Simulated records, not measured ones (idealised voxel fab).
The following process module bears the name voxel gate over fins.
170 nm wide, 5 nm square cells: that's cross-section cut.
Cross-section spec: square-cell grid; bands listed top down; each band is one or more rows.
The entry gives the band's vertical extent as a top height and a bottom height in nm, then its horizontal make-up as materials from left to right, each with a width in nm. "air" stands for empty space; a single material marked "full width" fills the band edge to edge.
All heights in this document are referenced to 0, defined as the level beneath which the wafer, as received, consists entirely of one material. The lowest band is not bounded below; it extends indefinitely downward and is written in the form "z 0 and below".
Width: "30..40" (first number = top row, second number = bottom row, same change from row to row of cells).
Basically "nothing changed" means that step didn't change any cell in the cross-section.
"Enclosed cavities" means: voids of 8 cells or more that are shut off from the top with no open way through. Written width x height at distance, distance from the left edge, in nm.
On a step's line, text after the settings is the simulator commenting on that step.
"overlay nm" answers the question of how far to the right of plan the mask lay on a step that has a mask, and when it is negative the answer is to the left.
How should the pairs below be read? Each gives the cross-section before one process step and the cross-section after it, the latter drawn only to the lowest band that changed; the step that lies between them, with its settings, appears under the pair. Does a pair pick up where the pair above left off? Only where its entry headed "Snapshot before" says so, since pairs can come from different runs of this module on the same starting wafer.

[Snapshot before]
- z 0 and below = Si full width
- Enclosed cavities: none

[Post-Step Section View]
- z 5 to 0 = SiN full width
- Under 0: no change, same as before.
- Enclosed cavities: none
Which operation lies between the before and after views above? CONFORMAL_DEP | material SiN | thk nm 5

Snapshot before: The initial state for this step is given by the after cross-section of the immediately preceding pair.

[Post-Step Section View]
- z 25 to 5 = air 15 / resist 15 / air 45 / resist 15 / air 45 / resist 15 / air 20
- Under 5: no change, same as before.
- Enclosed cavities: none
Which operation lies between the before and after views above? PATTERN | tone cover | mask id FINS | material resist | width nm 15 | pitch nm 60 | thk nm 20 | overlay nm 0

Snapshot before: The initial state for this step is given by the after cross-section of the immediately preceding pair.

[Post-Step Section View]
- z 25 to 5 = air 15 / resist 15 / air 45 / resist 15 / air 45 / resist 15 / air 20
- z 5 to 0 = air 15 / SiN 15 / air 45 / SiN 15 / air 45 / SiN 15 / air 20
- Under 0: no change, same as before.
- Enclosed cavities: none
Which operation lies between the before and after views above? DIRECTIONAL_ETCH | etch materials SiN | depth nm 5

Snapshot before: The initial state for this step is given by the after cross-section of the immediately preceding pair.

[Post-Step Section View]
- z 25 to 5 = air 15 / resist 15 / air 45 / resist 15 / air 45 / resist 15 / air 20
- z 5 to 0 = air 15 / SiN 15 / air 45 / SiN 15 / air 45 / SiN 15 / air 20
- z 0 to -40 = air 15 / Si 15 / air 45 / Si 15 / air 45 / Si 15 / air 20
- Under -40: no change, same as before.
- Enclosed cavities: none
Which operation lies between the before and after views above? DIRECTIONAL_ETCH | etch materials Si | depth nm 40

Snapshot before: The initial state for this step is given by the after cross-section of the immediately preceding pair.

[Post-Step Section View]
- z 5 to 0 = air 15 / SiN 15 / air 45 / SiN 15 / air 45 / SiN 15 / air 20
- Under 0: no change, same as before.
- Enclosed cavities: none
Which operation lies between the before and after views above? STRIP | etch materials resist

Snapshot before: The initial state for this step is given by the after cross-section of the immediately preceding pair.

[Post-Step Section View]
- z 5 to 0 = air 15 / SiN 15 / air 45 / SiN 15 / air 45 / SiN 15 / air 20
- z 0 to -40 = air 15 / SiO2 5 / Si 5 / SiO2 5 / air 45 / SiO2 5 / Si 5 / SiO2 5 / air 45 / SiO2 5 / Si 5 / SiO2 5 / air 20
- z -40 to -45 = SiO2 20 / Si 5 / SiO2 55 / Si 5 / SiO2 55 / Si 5 / SiO2 25
- Under -45: no change, same as before.
- Enclosed cavities: none
Which operation lies between the before and after views above? OXIDIZE | depth nm 5

Snapshot before: The initial state for this step is given by the after cross-section of the immediately preceding pair.

[Post-Step Section View]
- z 20 to 5 = SiO2 full width
- z 5 to 0 = SiO2 15 / SiN 15 / SiO2 45 / SiN 15 / SiO2 45 / SiN 15 / SiO2 20
- z 0 to -45 = SiO2 20 / Si 5 / SiO2 55 / Si 5 / SiO2 55 / Si 5 / SiO2 25
- Under -45: no change, same as before.
- Enclosed cavities: none
Which operation lies between the before and after views above? FILL_DEP | material SiO2 | thk nm 15

Snapshot before: The initial state for this step is given by the after cross-section of the immediately preceding pair.

[Post-Step Section View]
- z 5 to 0 = SiO2 15 / SiN 15 / SiO2 45 / SiN 15 / SiO2 45 / SiN 15 / SiO2 20
- Under 0: no change, same as before.
- Enclosed cavities: none
Which operation lies between the before and after views above? CMP | height nm 5

Snapshot before: The initial state for this step is given by the after cross-section of the immediately preceding pair.

[Post-Step Section View]
- z 15 to 5 = aC full width
- Under 5: no change, same as before.
- Enclosed cavities: none
Which operation lies between the before and after views above? DIRECTIONAL_DEP | material aC | thk nm 10

Snapshot before: The initial state for this step is given by the after cross-section of the immediately preceding pair.

[Post-Step Section View]
- z 40 to 15 = resist 45 / air 15 / resist 110
- Under 15: no change, same as before.
- Enclosed cavities: none
Which operation lies between the before and after views above? PATTERN | tone open | mask id RAIL | material resist | width nm 15 | thk nm 25 | overlay nm 0

Snapshot before: The initial state for this step is given by the after cross-section of the immediately preceding pair.

[Post-Step Section View]
- z 30 to 15 = resist 45 / air 15 / resist 110
- z 15 to 5 = aC 45 / air 15 / aC 110
- Under 5: no change, same as before.
- Enclosed cavities: none
Which operation lies between the before and after views above? DIRECTIONAL_ETCH | etch materials aC | depth nm 10

Snapshot before: The initial state for this step is given by the after cross-section of the immediately preceding pair.

[Post-Step Section View]
- z 15 to 5 = aC 45 / air 15 / aC 110
- Under 5: no change, same as before.
- Enclosed cavities: none
Which operation lies between the before and after views above? STRIP | etch materials resist

Snapshot before: The initial state for this step is given by the after cross-section of the immediately preceding pair.

[Post-Step Section View]
- z 15 to 5 = aC 45 / air 15 / aC 110
- z 5 to 0 = SiO2 15 / SiN 15 / SiO2 15 / air 15 / SiO2 15 / SiN 15 / SiO2 45 / SiN 15 / SiO2 20
- z 0 to -35 = SiO2 20 / Si 5 / SiO2 20 / air 15 / SiO2 20 / Si 5 / SiO2 55 / Si 5 / SiO2 25
- Under -35: no change, same as before.
- Enclosed cavities: none
Which operation lies between the before and after views above? DIRECTIONAL_ETCH | etch materials SiO2 | depth nm 40

Snapshot before: The initial state for this step is given by the after cross-section of the immediately preceding pair.

[Post-Step Section View]
- z 5 to 0 = SiO2 15 / SiN 15 / SiO2 15 / air 15 / SiO2 15 / SiN 15 / SiO2 45 / SiN 15 / SiO2 20
- Under 0: no change, same as before.
- Enclosed cavities: none
Which operation lies between the before and after views above? STRIP | etch materials aC

Snapshot before: The initial state for this step is given by the after cross-section of the immediately preceding pair.

[Post-Step Section View]
- z 10 to 5 = TiN 50 / air 5 / TiN 115
- z 5 to 0 = SiO2 15 / SiN 15 / SiO2 15 / TiN 5 / air 5 / TiN 5 / SiO2 15 / SiN 15 / SiO2 45 / SiN 15 / SiO2 20
- z 0 to -30 = SiO2 20 / Si 5 / SiO2 20 / TiN 5 / air 5 / TiN 5 / SiO2 20 / Si 5 / SiO2 55 / Si 5 / SiO2 25
- z -30 to -35 = SiO2 20 / Si 5 / SiO2 20 / TiN 15 / SiO2 20 / Si 5 / SiO2 55 / Si 5 / SiO2 25
- Under -35: no change, same as before.
- Enclosed cavities: none
Which operation lies between the before and after views above? CONFORMAL_DEP | material TiN | thk nm 5

Snapshot before: The initial state for this step is given by the after cross-section of the immediately preceding pair.

[Post-Step Section View]
- z 20 to 10 = W full width
- z 10 to 5 = TiN 50 / W 5 / TiN 115
- z 5 to 0 = SiO2 15 / SiN 15 / SiO2 15 / TiN 5 / W 5 / TiN 5 / SiO2 15 / SiN 15 / SiO2 45 / SiN 15 / SiO2 20
- z 0 to -30 = SiO2 20 / Si 5 / SiO2 20 / TiN 5 / W 5 / TiN 5 / SiO2 20 / Si 5 / SiO2 55 / Si 5 / SiO2 25
- Under -30: no change, same as before.
- Enclosed cavities: none
Which operation lies between the before and after views above? FILL_DEP | material W | thk nm 10

Snapshot before: The initial state for this step is given by the after cross-section of the immediately preceding pair.

[Post-Step Section View]
- z 5 to 0 = SiO2 15 / SiN 15 / SiO2 15 / TiN 5 / W 5 / TiN 5 / SiO2 15 / SiN 15 / SiO2 45 / SiN 15 / SiO2 20
- Under 0: no change, same as before.
- Enclosed cavities: none
Which operation lies between the before and after views above? CMP | height nm 5

Snapshot before: The initial state for this step is given by the after cross-section of the immediately preceding pair.

[Post-Step Section View]
- z 5 to 0 = SiO2 15 / SiN 15 / SiO2 15 / air 15 / SiO2 15 / SiN 15 / SiO2 45 / SiN 15 / SiO2 20
- z 0 to -15 = SiO2 20 / Si 5 / SiO2 20 / air 15 / SiO2 20 / Si 5 / SiO2 55 / Si 5 / SiO2 25
- Under -15: no change, same as before.
- Enclosed cavities: none
Which operation lies between the before and after views above? SELECTIVE_ETCH | etch materials W Ru TiN | depth nm 20

Snapshot before: The initial state for this step is given by the after cross-section of the immediately preceding pair.

[Post-Step Section View]
- z 10 to 5 = SiO2 full width
- z 5 to 0 = SiO2 15 / SiN 15 / SiO2 45 / SiN 15 / SiO2 45 / SiN 15 / SiO2 20
- z 0 to -15 = SiO2 20 / Si 5 / SiO2 55 / Si 5 / SiO2 55 / Si 5 / SiO2 25
- Under -15: no change, same as before.
- Enclosed cavities: none
Which operation lies between the before and after views above? FILL_DEP | material SiO2 | thk nm 5

Snapshot before: The initial state for this step is given by the after cross-section of the immediately preceding pair.

[Post-Step Section View]
- z 5 to 0 = SiO2 15 / SiN 15 / SiO2 45 / SiN 15 / SiO2 45 / SiN 15 / SiO2 20
- Under 0: no change, same as before.
- Enclosed cavities: none
Which operation lies between the before and after views above? CMP | height nm 5

Snapshot before: The initial state for this step is given by the after cross-section of the immediately preceding pair.

[Post-Step Section View]
- z 5 to 0 = air 15 / SiN 15 / air 45 / SiN 15 / air 45 / SiN 15 / air 20
- z 0 to -10 = air 20 / Si 5 / air 55 / Si 5 / air 55 / Si 5 / air 25
- Under -10: no change, same as before.
- Enclosed cavities: none
Which operation lies between the before and after views above? SELECTIVE_ETCH | etch materials SiO2 | depth nm 15

Snapshot before: The initial state for this step is given by the after cross-section of the immediately preceding pair.

[Post-Step Section View]
- z 0 to -10 = air 20 / Si 5 / air 55 / Si 5 / air 55 / Si 5 / air 25
- Under -10: no change, same as before.
- Enclosed cavities: none
Which operation lies between the before and after views above? STRIP | etch materials SiN

Snapshot before: The initial state for this step is given by the after cross-section of the immediately preceding pair.

[Post-Step Section View]
- z 5 to 0 = air 15 / HfO2 15 / air 45 / HfO2 15 / air 45 / HfO2 15 / air 20
- z 0 to -5 = air 15 / HfO2 5 / Si 5 / HfO2 5 / air 45 / HfO2 5 / Si 5 / HfO2 5 / air 45 / HfO2 5 / Si 5 / HfO2 5 / air 20
- z -5 to -10 = HfO2 20 / Si 5 / HfO2 55 / Si 5 / HfO2 55 / Si 5 / HfO2 25
- Under -10: no change, same as before.
- Enclosed cavities: none
Which operation lies between the before and after views above? CONFORMAL_DEP | material HfO2 | thk nm 5

Snapshot before: The initial state for this step is given by the after cross-section of the immediately preceding pair.

[Post-Step Section View]
- z 10 to 5 = air 10 / TiN 25 / air 35 / TiN 25 / air 35 / TiN 25 / air 15
- z 5 to 0 = air 10 / TiN 5 / HfO2 15 / TiN 5 / air 35 / TiN 5 / HfO2 15 / TiN 5 / air 35 / TiN 5 / HfO2 15 / TiN 5 / air 15
- z 0 to -5 = TiN 15 / HfO2 5 / Si 5 / HfO2 5 / TiN 45 / HfO2 5 / Si 5 / HfO2 5 / TiN 45 / HfO2 5 / Si 5 / HfO2 5 / TiN 20
- Under -5: no change, same as before.
- Enclosed cavities: none
Which operation lies between the before and after views above? CONFORMAL_DEP | material TiN | thk nm 5

Snapshot before: The initial state for this step is given by the after cross-section of the immediately preceding pair.

[Post-Step Section View]
- z 25 to 10 = W full width
- z 10 to 5 = W 10 / TiN 25 / W 35 / TiN 25 / W 35 / TiN 25 / W 15
- z 5 to 0 = W 10 / TiN 5 / HfO2 15 / TiN 5 / W 35 / TiN 5 / HfO2 15 / TiN 5 / W 35 / TiN 5 / HfO2 15 / TiN 5 / W 15
- Under 0: no change, same as before.
- Enclosed cavities: none
Which operation lies between the before and after views above? FILL_DEP | material W | thk nm 15

Snapshot before: The initial state for this step is given by the after cross-section of the immediately preceding pair.

[Post-Step Section View]
- z 20 to 10 = W full width
- Under 10: no change, same as before.
- Enclosed cavities: none
Which operation lies between the before and after views above? CMP | height nm 20

Snapshot before: The initial state for this step is given by the after cross-section of the immediately preceding pair.

[Post-Step Section View]
- z 30 to 20 = SiN full width
- Under 20: no change, same as before.
- Enclosed cavities: none
Which operation lies between the before and after views above? CONFORMAL_DEP | material SiN | thk nm 10

[Snapshot before]
- z 20 to 5 = SiO2 full width
- z 5 to 0 = SiO2 15 / SiN 15 / SiO2 45 / SiN 15 / SiO2 45 / SiN 15 / SiO2 20
- z 0 to -45 = SiO2 20 / Si 5 / SiO2 55 / Si 5 / SiO2 55 / Si 5 / SiO2 25
- z -45 and below = Si full width
- Enclosed cavities: none

[Post-Step Section View]
- z 30 to 20 = aC full width
- Under 20: no change, same as before.
- Enclosed cavities: none
Which operation lies between the before and after views above? DIRECTIONAL_DEP | material aC | thk nm 10

Snapshot before: The initial state for this step is given by the after cross-section of the immediately preceding pair.

[Post-Step Section View]
- z 55 to 30 = resist 45 / air 15 / resist 110
- Under 30: no change, same as before.
- Enclosed cavities: none
Which operation lies between the before and after views above? PATTERN | tone open | mask id RAIL | material resist | width nm 15 | thk nm 25 | overlay nm 0

Snapshot before: The initial state for this step is given by the after cross-section of the immediately preceding pair.

[Post-Step Section View]
- z 45 to 30 = resist 45 / air 15 / resist 110
- z 30 to 20 = aC 45 / air 15 / aC 110
- Under 20: no change, same as before.
- Enclosed cavities: none
Which operation lies between the before and after views above? DIRECTIONAL_ETCH | etch materials aC | depth nm 10

Snapshot before: The initial state for this step is given by the after cross-section of the immediately preceding pair.

[Post-Step Section View]
- z 30 to 20 = aC 45 / air 15 / aC 110
- Under 20: no change, same as before.
- Enclosed cavities: none
Which operation lies between the before and after views above? STRIP | etch materials resist

Snapshot before: The initial state for this step is given by the after cross-section of the immediately preceding pair.

[Post-Step Section View]
- z 30 to 20 = aC 45 / air 15 / aC 110
- z 20 to 5 = SiO2 45 / air 15 / SiO2 110
- z 5 to 0 = SiO2 15 / SiN 15 / SiO2 15 / air 15 / SiO2 15 / SiN 15 / SiO2 45 / SiN 15 / SiO2 20
- z 0 to -20 = SiO2 20 / Si 5 / SiO2 20 / air 15 / SiO2 20 / Si 5 / SiO2 55 / Si 5 / SiO2 25
- Under -20: no change, same as before.
- Enclosed cavities: none
Which operation lies between the before and after views above? DIRECTIONAL_ETCH | etch materials SiO2 | depth nm 40

Snapshot before: The initial state for this step is given by the after cross-section of the immediately preceding pair.

[Post-Step Section View]
- z 20 to 5 = SiO2 45 / air 15 / SiO2 110
- Under 5: no change, same as before.
- Enclosed cavities: none
Which operation lies between the before and after views above? STRIP | etch materials aC

Snapshot before: The initial state for this step is given by the after cross-section of the immediately preceding pair.

[Post-Step Section View]
- z 25 to 20 = TiN 50 / air 5 / TiN 115
- z 20 to 5 = SiO2 45 / TiN 5 / air 5 / TiN 5 / SiO2 110
- z 5 to 0 = SiO2 15 / SiN 15 / SiO2 15 / TiN 5 / air 5 / TiN 5 / SiO2 15 / SiN 15 / SiO2 45 / SiN 15 / SiO2 20
- z 0 to -15 = SiO2 20 / Si 5 / SiO2 20 / TiN 5 / air 5 / TiN 5 / SiO2 20 / Si 5 / SiO2 55 / Si 5 / SiO2 25
- z -15 to -20 = SiO2 20 / Si 5 / SiO2 20 / TiN 15 / SiO2 20 / Si 5 / SiO2 55 / Si 5 / SiO2 25
- Under -20: no change, same as before.
- Enclosed cavities: none
Which operation lies between the before and after views above? CONFORMAL_DEP | material TiN | thk nm 5

Snapshot before: The initial state for this step is given by the after cross-section of the immediately preceding pair.

[Post-Step Section View]
- z 35 to 25 = W full width
- z 25 to 20 = TiN 50 / W 5 / TiN 115
- z 20 to 5 = SiO2 45 / TiN 5 / W 5 / TiN 5 / SiO2 110
- z 5 to 0 = SiO2 15 / SiN 15 / SiO2 15 / TiN 5 / W 5 / TiN 5 / SiO2 15 / SiN 15 / SiO2 45 / SiN 15 / SiO2 20
- z 0 to -15 = SiO2 20 / Si 5 / SiO2 20 / TiN 5 / W 5 / TiN 5 / SiO2 20 / Si 5 / SiO2 55 / Si 5 / SiO2 25
- Under -15: no change, same as before.
- Enclosed cavities: none
Which operation lies between the before and after views above? FILL_DEP | material W | thk nm 10

Snapshot before: The initial state for this step is given by the after cross-section of the immediately preceding pair.

[Post-Step Section View]
- z 5 to 0 = SiO2 15 / SiN 15 / SiO2 15 / TiN 5 / W 5 / TiN 5 / SiO2 15 / SiN 15 / SiO2 45 / SiN 15 / SiO2 20
- Under 0: no change, same as before.
- Enclosed cavities: none
Which operation lies between the before and after views above? CMP | height nm 5

Snapshot before: The initial state for this step is given by the after cross-section of the immediately preceding pair.

[Post-Step Section View]
- z 5 to 0 = SiO2 15 / SiN 15 / SiO2 15 / air 15 / SiO2 15 / SiN 15 / SiO2 45 / SiN 15 / SiO2 20
- z 0 to -15 = SiO2 20 / Si 5 / SiO2 20 / air 15 / SiO2 20 / Si 5 / SiO2 55 / Si 5 / SiO2 25
- Under -15: no change, same as before.
- Enclosed cavities: none
Which operation lies between the before and after views above? SELECTIVE_ETCH | etch materials W Ru TiN | depth nm 20

Snapshot before: The initial state for this step is given by the after cross-section of the immediately preceding pair.

[Post-Step Section View]
- z 10 to 5 = SiO2 full width
- z 5 to 0 = SiO2 15 / SiN 15 / SiO2 45 / SiN 15 / SiO2 45 / SiN 15 / SiO2 20
- z 0 to -15 = SiO2 20 / Si 5 / SiO2 55 / Si 5 / SiO2 55 / Si 5 / SiO2 25
- Under -15: no change, same as before.
- Enclosed cavities: none
Which operation lies between the before and after views above? FILL_DEP | material SiO2 | thk nm 5

Snapshot before: The initial state for this step is given by the after cross-section of the immediately preceding pair.

[Post-Step Section View]
- z 5 to 0 = SiO2 15 / SiN 15 / SiO2 45 / SiN 15 / SiO2 45 / SiN 15 / SiO2 20
- Under 0: no change, same as before.
- Enclosed cavities: none
Which operation lies between the before and after views above? CMP | height nm 5

Snapshot before: The initial state for this step is given by the after cross-section of the immediately preceding pair.

[Post-Step Section View]
- z 5 to 0 = air 15 / SiN 15 / air 45 / SiN 15 / air 45 / SiN 15 / air 20
- z 0 to -10 = air 20 / Si 5 / air 55 / Si 5 / air 55 / Si 5 / air 25
- Under -10: no change, same as before.
- Enclosed cavities: none
Which operation lies between the before and after views above? SELECTIVE_ETCH | etch materials SiO2 | depth nm 15

Snapshot before: The initial state for this step is given by the after cross-section of the immediately preceding pair.

[Post-Step Section View]
- z 0 to -10 = air 20 / Si 5 / air 55 / Si 5 / air 55 / Si 5 / air 25
- Under -10: no change, same as before.
- Enclosed cavities: none
Which operation lies between the before and after views above? STRIP | etch materials SiN

Snapshot before: The initial state for this step is given by the after cross-section of the immediately preceding pair.

[Post-Step Section View]
- z 5 to 0 = air 15 / HfO2 15 / air 45 / HfO2 15 / air 45 / HfO2 15 / air 20
- z 0 to -5 = air 15 / HfO2 5 / Si 5 / HfO2 5 / air 45 / HfO2 5 / Si 5 / HfO2 5 / air 45 / HfO2 5 / Si 5 / HfO2 5 / air 20
- z -5 to -10 = HfO2 20 / Si 5 / HfO2 55 / Si 5 / HfO2 55 / Si 5 / HfO2 25
- Under -10: no change, same as before.
- Enclosed cavities: none
Which operation lies between the before and after views above? CONFORMAL_DEP | material HfO2 | thk nm 5

Snapshot before: The initial state for this step is given by the after cross-section of the immediately preceding pair.

[Post-Step Section View]
- z 10 to 5 = air 10 / TiN 25 / air 35 / TiN 25 / air 35 / TiN 25 / air 15
- z 5 to 0 = air 10 / TiN 5 / HfO2 15 / TiN 5 / air 35 / TiN 5 / HfO2 15 / TiN 5 / air 35 / TiN 5 / HfO2 15 / TiN 5 / air 15
- z 0 to -5 = TiN 15 / HfO2 5 / Si 5 / HfO2 5 / TiN 45 / HfO2 5 / Si 5 / HfO2 5 / TiN 45 / HfO2 5 / Si 5 / HfO2 5 / TiN 20
- Under -5: no change, same as before.
- Enclosed cavities: none
Which operation lies between the before and after views above? CONFORMAL_DEP | material TiN | thk nm 5

Snapshot before: The initial state for this step is given by the after cross-section of the immediately preceding pair.

[Post-Step Section View]
- z 25 to 10 = W full width
- z 10 to 5 = W 10 / TiN 25 / W 35 / TiN 25 / W 35 / TiN 25 / W 15
- z 5 to 0 = W 10 / TiN 5 / HfO2 15 / TiN 5 / W 35 / TiN 5 / HfO2 15 / TiN 5 / W 35 / TiN 5 / HfO2 15 / TiN 5 / W 15
- Under 0: no change, same as before.
- Enclosed cavities: none
Which operation lies between the before and after views above? FILL_DEP | material W | thk nm 15

Snapshot before: The initial state for this step is given by the after cross-section of the immediately preceding pair.

[Post-Step Section View]
- z 20 to 10 = W full width
- Under 10: no change, same as before.
- Enclosed cavities: none
Which operation lies between the before and after views above? CMP | height nm 20

Snapshot before: The initial state for this step is given by the after cross-section of the immediately preceding pair.

[Post-Step Section View]
- z 30 to 20 = SiN full width
- Under 20: no change, same as before.
- Enclosed cavities: none
Which operation lies between the before and after views above? CONFORMAL_DEP | material SiN | thk nm 10

[Snapshot before]
- z 5 to 0 = air 15 / SiN 15 / air 45 / SiN 15 / air 45 / SiN 15 / air 20
- z 0 to -10 = air 20 / Si 5 / air 55 / Si 5 / air 55 / Si 5 / air 25
- z -10 to -15 = SiO2 20 / Si 5 / SiO2 55 / Si 5 / SiO2 55 / Si 5 / SiO2 25
- z -15 to -30 = SiO2 20 / Si 5 / SiO2 20 / TiN 5 / W 5 / TiN 5 / SiO2 20 / Si 5 / SiO2 55 / Si 5 / SiO2 25
- z -30 to -35 = SiO2 20 / Si 5 / SiO2 20 / TiN 15 / SiO2 20 / Si 5 / SiO2 55 / Si 5 / SiO2 25
- z -35 to -45 = SiO2 20 / Si 5 / SiO2 55 / Si 5 / SiO2 55 / Si 5 / SiO2 25
- z -45 and below = Si full width
- Enclosed cavities: none

[Post-Step Section View]
- z 5 to 0 = air 15 / SiN 15 / air 45 / SiN 15 / air 45 / SiN 15 / air 20
- z 0 to -15 = air 20 / Si 5 / air 55 / Si 5 / air 55 / Si 5 / air 25
- z -15 to -25 = air 20 / Si 5 / air 20 / TiN 5 / W 5 / TiN 5 / air 20 / Si 5 / air 55 / Si 5 / air 25
- Under -25: no change, same as before.
- Enclosed cavities: none
Which operation lies between the before and after views above? SELECTIVE_ETCH | etch materials SiO2 | depth nm 15

Snapshot before: The initial state for this step is given by the after cross-section of the immediately preceding pair.

[Post-Step Section View]
- z 0 to -15 = air 20 / Si 5 / air 55 / Si 5 / air 55 / Si 5 / air 25
- Under -15: no change, same as before.
- Enclosed cavities: none
Which operation lies between the before and after views above? STRIP | etch materials SiN

Snapshot before: The initial state for this step is given by the after cross-section of the immediately preceding pair.

[Post-Step Section View]
- z 5 to 0 = air 15 / HfO2 15 / air 45 / HfO2 15 / air 45 / HfO2 15 / air 20
- z 0 to -10 = air 15 / HfO2 5 / Si 5 / HfO2 5 / air 45 / HfO2 5 / Si 5 / HfO2 5 / air 45 / HfO2 5 / Si 5 / HfO2 5 / air 20
- z -10 to -15 = air 15 / HfO2 5 / Si 5 / HfO2 5 / air 10 / HfO2 25 / air 10 / HfO2 5 / Si 5 / HfO2 5 / air 45 / HfO2 5 / Si 5 / HfO2 5 / air 20
- z -15 to -20 = air 15 / HfO2 5 / Si 5 / HfO2 5 / air 10 / HfO2 5 / TiN 5 / W 5 / TiN 5 / HfO2 5 / air 10 / HfO2 5 / Si 5 / HfO2 5 / air 45 / HfO2 5 / Si 5 / HfO2 5 / air 20
- z -20 to -25 = HfO2 20 / Si 5 / HfO2 20 / TiN 5 / W 5 / TiN 5 / HfO2 20 / Si 5 / HfO2 55 / Si 5 / HfO2 25
- Under -25: no change, same as before.
- Enclosed cavities: none
Which operation lies between the before and after views above? CONFORMAL_DEP | material HfO2 | thk nm 5

Snapshot before: The initial state for this step is given by the after cross-section of the immediately preceding pair.

[Post-Step Section View]
- z 10 to 5 = air 10 / TiN 25 / air 35 / TiN 25 / air 35 / TiN 25 / air 15
- z 5 to 0 = air 10 / TiN 5 / HfO2 15 / TiN 5 / air 35 / TiN 5 / HfO2 15 / TiN 5 / air 35 / TiN 5 / HfO2 15 / TiN 5 / air 15
- z 0 to -5 = air 10 / TiN 5 / HfO2 5 / Si 5 / HfO2 5 / TiN 5 / air 35 / TiN 5 / HfO2 5 / Si 5 / HfO2 5 / TiN 5 / air 35 / TiN 5 / HfO2 5 / Si 5 / HfO2 5 / TiN 5 / air 15
- z -5 to -10 = air 10 / TiN 5 / HfO2 5 / Si 5 / HfO2 5 / TiN 45 / HfO2 5 / Si 5 / HfO2 5 / TiN 5 / air 35 / TiN 5 / HfO2 5 / Si 5 / HfO2 5 / TiN 5 / air 15
- z -10 to -15 = air 10 / TiN 5 / HfO2 5 / Si 5 / HfO2 5 / TiN 10 / HfO2 25 / TiN 10 / HfO2 5 / Si 5 / HfO2 5 / TiN 5 / air 35 / TiN 5 / HfO2 5 / Si 5 / HfO2 5 / TiN 5 / air 15
- z -15 to -20 = TiN 15 / HfO2 5 / Si 5 / HfO2 5 / TiN 10 / HfO2 5 / TiN 5 / W 5 / TiN 5 / HfO2 5 / TiN 10 / HfO2 5 / Si 5 / HfO2 5 / TiN 45 / HfO2 5 / Si 5 / HfO2 5 / TiN 20
- Under -20: no change, same as before.
- Enclosed cavities: none
Which operation lies between the before and after views above? CONFORMAL_DEP | material TiN | thk nm 5

Snapshot before: The initial state for this step is given by the after cross-section of the immediately preceding pair.

[Post-Step Section View]
- z 25 to 10 = W full width
- z 10 to 5 = W 10 / TiN 25 / W 35 / TiN 25 / W 35 / TiN 25 / W 15
- z 5 to 0 = W 10 / TiN 5 / HfO2 15 / TiN 5 / W 35 / TiN 5 / HfO2 15 / TiN 5 / W 35 / TiN 5 / HfO2 15 / TiN 5 / W 15
- z 0 to -5 = W 10 / TiN 5 / HfO2 5 / Si 5 / HfO2 5 / TiN 5 / W 35 / TiN 5 / HfO2 5 / Si 5 / HfO2 5 / TiN 5 / W 35 / TiN 5 / HfO2 5 / Si 5 / HfO2 5 / TiN 5 / W 15
- z -5 to -10 = W 10 / TiN 5 / HfO2 5 / Si 5 / HfO2 5 / TiN 45 / HfO2 5 / Si 5 / HfO2 5 / TiN 5 / W 35 / TiN 5 / HfO2 5 / Si 5 / HfO2 5 / TiN 5 / W 15
- z -10 to -15 = W 10 / TiN 5 / HfO2 5 / Si 5 / HfO2 5 / TiN 10 / HfO2 25 / TiN 10 / HfO2 5 / Si 5 / HfO2 5 / TiN 5 / W 35 / TiN 5 / HfO2 5 / Si 5 / HfO2 5 / TiN 5 / W 15
- Under -15: no change, same as before.
- Enclosed cavities: none
Which operation lies between the before and after views above? FILL_DEP | material W | thk nm 15

Snapshot before: The initial state for this step is given by the after cross-section of the immediately preceding pair.

[Post-Step Section View]
- z 20 to 10 = W full width
- Under 10: no change, same as before.
- Enclosed cavities: none
Which operation lies between the before and after views above? CMP | height nm 20

Snapshot before: The initial state for this step is given by the after cross-section of the immediately preceding pair.

[Post-Step Section View]
- z 30 to 20 = SiN full width
- Under 20: no change, same as before.
- Enclosed cavities: none
Which operation lies between the before and after views above? CONFORMAL_DEP | material SiN | thk nm 10

[Snapshot before]
- z 0 to -10 = air 20 / Si 5 / air 55 / Si 5 / air 55 / Si 5 / air 25
- z -10 to -15 = SiO2 20 / Si 5 / SiO2 55 / Si 5 / SiO2 55 / Si 5 / SiO2 25
- z -15 to -30 = SiO2 20 / Si 5 / SiO2 20 / TiN 5 / W 5 / TiN 5 / SiO2 20 / Si 5 / SiO2 55 / Si 5 / SiO2 25
- z -30 to -35 = SiO2 20 / Si 5 / SiO2 20 / TiN 15 / SiO2 20 / Si 5 / SiO2 55 / Si 5 / SiO2 25
- z -35 to -45 = SiO2 20 / Si 5 / SiO2 55 / Si 5 / SiO2 55 / Si 5 / SiO2 25
- z -45 and below = Si full width
- Enclosed cavities: none

[Post-Step Section View]
- z 5 to 0 = air 15 / TiN 15 / air 45 / TiN 15 / air 45 / TiN 15 / air 20
- z 0 to -5 = air 15 / TiN 5 / Si 5 / TiN 5 / air 45 / TiN 5 / Si 5 / TiN 5 / air 45 / TiN 5 / Si 5 / TiN 5 / air 20
- z -5 to -10 = TiN 20 / Si 5 / TiN 55 / Si 5 / TiN 55 / Si 5 / TiN 25
- Under -10: no change, same as before.
- Enclosed cavities: none
Which operation lies between the before and after views above? CONFORMAL_DEP | material TiN | thk nm 5

Snapshot before: The initial state for this step is given by the after cross-section of the immediately preceding pair.

[Post-Step Section View]
- z 10 to 5 = air 10 / HfO2 25 / air 35 / HfO2 25 / air 35 / HfO2 25 / air 15
- z 5 to 0 = air 10 / HfO2 5 / TiN 15 / HfO2 5 / air 35 / HfO2 5 / TiN 15 / HfO2 5 / air 35 / HfO2 5 / TiN 15 / HfO2 5 / air 15
- z 0 to -5 = HfO2 15 / TiN 5 / Si 5 / TiN 5 / HfO2 45 / TiN 5 / Si 5 / TiN 5 / HfO2 45 / TiN 5 / Si 5 / TiN 5 / HfO2 20
- Under -5: no change, same as before.
- Enclosed cavities: none
Which operation lies between the before and after views above? CONFORMAL_DEP | material HfO2 | thk nm 5

Snapshot before: The initial state for this step is given by the after cross-section of the immediately preceding pair.

[Post-Step Section View]
- z 25 to 10 = W full width
- z 10 to 5 = W 10 / HfO2 25 / W 35 / HfO2 25 / W 35 / HfO2 25 / W 15
- z 5 to 0 = W 10 / HfO2 5 / TiN 15 / HfO2 5 / W 35 / HfO2 5 / TiN 15 / HfO2 5 / W 35 / HfO2 5 / TiN 15 / HfO2 5 / W 15
- Under 0: no change, same as before.
- Enclosed cavities: none
Which operation lies between the before and after views above? FILL_DEP | material W | thk nm 15

Snapshot before: The initial state for this step is given by the after cross-section of the immediately preceding pair.

[Post-Step Section View]
- z 20 to 10 = W full width
- Under 10: no change, same as before.
- Enclosed cavities: none
Which operation lies between the before and after views above? CMP | height nm 20
